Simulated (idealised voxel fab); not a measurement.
The name of this process module is voxel plated lines.
FYI the section here is cut, 210 nm wide, cells are 5 nm squares.
We lay out every cross-section as a grid of square cells and spell it out in bands from the top down, where one band means one or more rows of cells.
Per band: top height and bottom height in nm, followed by the left-to-right materials and their widths in nm; "full width" marks a single material spanning edge to edge, "blank" marks empty space.
Below 0: as-received wafer, all one material; heights counted from there. Lowest band: no bottom, goes on down, written "0 and below".
Width: "30 to 40" (first number = top row, second number = bottom row, same change from row to row of cells).
A step reported as "everything unchanged" is a step in which no cell of the cross-section changed.
"Tabulated closed voids" lists enclosed empty spaces (at least 8 cells, no open path upward to the top), each as width x height at distance from the left edge, in nm.
Heads up: the bit after the settings on a step's line is the simulator's remark on that step.
"overlay nm" answers the question of how far to the right of plan the mask lay on a step that has a mask, and when it is negative the answer is to the left.

-- Set out below are the planned steps of the process
step 1: RECEIVE | material Si
step 2: CONFORMAL_DEP | material Al2O3 | thk nm 10
step 3: DIRECTIONAL_DEP | material TiN | thk nm 5
step 4: PATTERN | tone open | mask id LINES | material resist | width nm 15 | pitch nm 40 | thk nm 40 | overlay nm 0
step 5: EPI | material Ru | thk nm 10
step 6: EPI | material Ru | thk nm 10
step 7: EPI | material Ru | thk nm 10
step 8: STRIP | etch materials resist
step 9: DIRECTIONAL_ETCH | etch materials TiN | depth nm 5
step 10: CONFORMAL_DEP | material SiN | thk nm 10
For this document, wafers share an identical start and vary in the step 4 width nm; the plan quotes the first wafer's value.

-- Cross-section of the first of several received wafers, showing its state after step 1
	0 and below  Si full width
	Tabulated closed voids: none

-- Cross-section, first of several wafers, end of module, after last step 10
	55 down to 45  65 nm blank  35 nm SiN  5 nm blank  35 nm SiN  70 nm blank
	45 down to 20  65 nm blank  10 nm SiN  15 nm Ru  10 nm SiN  5 nm blank  10 nm SiN  15 nm Ru  10 nm SiN  70 nm blank
	20 down to 15  75 nm SiN  15 nm Ru  25 nm SiN  15 nm Ru  80 nm SiN
	15 down to 10  75 nm SiN  15 nm TiN  25 nm SiN  15 nm TiN  80 nm SiN
	10 down to 0  Al2O3 full width
	0 and below  Si full width
	Tabulated closed voids: none

-- Last-wafer cross-section at the end of the module
	55 down to 45  60 nm blank  85 nm SiN  65 nm blank
	45 down to 20  60 nm blank  10 nm SiN  25 nm Ru  15 nm SiN  25 nm Ru  10 nm SiN  65 nm blank
	20 down to 15  70 nm SiN  25 nm Ru  15 nm SiN  25 nm Ru  75 nm SiN
	15 down to 10  70 nm SiN  25 nm TiN  15 nm SiN  25 nm TiN  75 nm SiN
	10 down to 0  Al2O3 full width
	0 and below  Si full width
	Tabulated closed voids: none

-- Per wafer (row), end of module: delta in cells per material since receipt, (+) for gained, (-) for lost; closed voids after that
width nm 15; +84 Al2O3; +36 Ru; +140 SiN; +6 TiN; Tabulated closed voids: none
width nm 20; +84 Al2O3; +48 Ru; +140 SiN; +8 TiN; Tabulated closed voids: none
width nm 25; +84 Al2O3; +60 Ru; +133 SiN; +10 TiN; Tabulated closed voids: none
